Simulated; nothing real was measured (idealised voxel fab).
process module | voxel local oxidation
cross-section cut | 255 nm wide | cells 5 nm
A cross-section is a grid of square cells, given in bands from the top down. A band is one or more rows of cells.
Each band's line starts with the height of the band's top and of its bottom, in nm. Then come its materials from left to right, each with its width in nm. One material with "throughout" fills the band from edge to edge. "air" is empty space.
Height 0 is the level under which the wafer as received is all one material. The lowest band goes on downwards, as in "0 down".
A width such as "30 to 40" changes by the same amount from each row of cells to the next, from the band's top row to its bottom row.
"no change" after a step means that no cell of the cross-section changed.
closed voids: empty space of 8 cells or more with no open way to the top, each as width x height at its distance from the left edge, in nm
after a step's settings: what the simulator itself notes on the step
overlay nm, on a step with a mask: how far to the right of its planned place the mask lay; to the left if negative
plan
1 op RECEIVE | material Si
2 op CONFORMAL_DEP | material SiO2 | thk nm 5
3 op CONFORMAL_DEP | material SiN | thk nm 15
4 op DIRECTIONAL_DEP | material aC | thk nm 5
5 op PATTERN | tone cover | mask id ACTIVE | material resist | width nm 130 | thk nm 35 | overlay nm 0
6 op DIRECTIONAL_ETCH | etch materials aC | depth nm 15
7 op STRIP | etch materials resist
8 op DIRECTIONAL_ETCH | etch materials SiN | depth nm 15
9 op STRIP | etch materials aC
10 op SELECTIVE_ETCH | etch materials SiO2 | depth nm 5
11 op OXIDIZE | depth nm 15
12 op STRIP | etch materials SiN
varied across the wafers: thk nm of step 4. The plan shows the first wafer's value. All wafers start alike
first wafer as received, after step 1
  0 down: Si throughout
  closed voids: none
first wafer at the end, after step 12
  5 to 0: air 65 | SiO2 120 | air 70
  0 to -15: SiO2 80 | Si 90 | SiO2 85
  -15 down: Si throughout
  closed voids: none
last wafer at the end
  5 to 0: SiO2 throughout
  0 down: Si throughout
  closed voids: none
each wafer at the end: cells of each material gained (+) or lost (-) since it was received, then its closed voids
thk nm 5 | -99 Si | +123 SiO2 | closed voids: none
thk nm 10 | -99 Si | +123 SiO2 | closed voids: none
thk nm 15 | -99 Si | +123 SiO2 | closed voids: none
thk nm 20 | +51 SiO2 | closed voids: none
thk nm 25 | +51 SiO2 | closed voids: none
thk nm 30 | +51 SiO2 | closed voids: none
